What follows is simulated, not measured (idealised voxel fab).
The process module presented herein is designated voxel quadruple lines.
Displayed cross-section: cut, width of 250 nm, square cells sized 5 nm.
Heads up, the way a cross-section reads in here is a grid of square cells, handed over as bands from the top down, with every band being one or more rows of cells.
Heights first: top, then bottom, in nm. Then materials, left to right, each with a width in nm. "all across" on a single material: fills the band edge to edge. "blank": empty space.
We count height from 0. Below that, the starting wafer is all one material. The lowest band never ends at the bottom but goes on down; see "0..down" for how that is written.
It should be noted that a width expressed as "30..40" varies in equal increments from row to row of cells within the band, taking the value of the first number at the top row and that of the second number at the bottom row.
No cell of the cross-section changed in a step that is given as "no modification".
Closed-off voids of 8+ cells (no open route to the top) go in "Voids lacking openings", written width x height at distance from the left edge, in nm.
The remark found on a step's line after its settings is issued by the simulator itself and pertains to that step.
overlay nm: mask offset rightward from planned place, masked step; negative means leftward offset.

-- Below is the list of planned process steps
1,RECEIVE,material Si
2,CONFORMAL_DEP,material SiO2,thk nm 5
3,DIRECTIONAL_DEP,material W,thk nm 10
4,DIRECTIONAL_DEP,material polySi,thk nm 20
5,DIRECTIONAL_DEP,material aC,thk nm 25
6,PATTERN,tone cover,mask id MANDREL,material resist,width nm 30,pitch nm 80,thk nm 30,overlay nm 0
7,DIRECTIONAL_ETCH,etch materials aC,depth nm 25
8,STRIP,etch materials resist
9,CONFORMAL_DEP,material SiO2,thk nm 10
10,DIRECTIONAL_ETCH,etch materials SiO2,depth nm 10
11,STRIP,etch materials aC
12,DIRECTIONAL_ETCH,etch materials polySi,depth nm 20
13,STRIP,etch materials SiO2
14,CONFORMAL_DEP,material SiCN,thk nm 10
15,DIRECTIONAL_ETCH,etch materials SiCN,depth nm 10
16,STRIP,etch materials polySi
17,DIRECTIONAL_ETCH,etch materials W,depth nm 10
18,STRIP,etch materials SiCN
19,FILL_DEP,material lowk,thk nm 5
20,CMP,height nm 15

-- Incoming wafer, cross-sectional view, post step 1
* 0..down  Si all across
* Voids lacking openings: none

-- Cross-section, first of two wafers, end of module, run as planned
* 15..5  lowk 50 nm, then W 10 nm, then lowk 10 nm, then W 10 nm, then lowk 10 nm, then W 10 nm, then lowk 10 nm, then W 10 nm, then lowk 10 nm, then W 10 nm, then lowk 10 nm, then W 10 nm, then lowk 10 nm, then W 10 nm, then lowk 10 nm, then W 10 nm, then lowk 50 nm
* 5..0  SiO2 all across
* 0..down  Si all across
* Voids lacking openings: none

-- Here is the second of the two wafers cut open at the end of the module - same start, same plan as the first one, but we made one mistake running it
* 15..5  polySi all across
* 5..0  SiO2 all across
* 0..down  Si all across
* Voids lacking openings: none
Which mistake was made when the wafer was run? order of steps 3 and 4 inverted relative to the plan
Per the end-of-run cell counts, the second wafer holds more or fewer of some materials than the first: 32 fewer of W; 68 fewer of lowk; 100 more of polySi
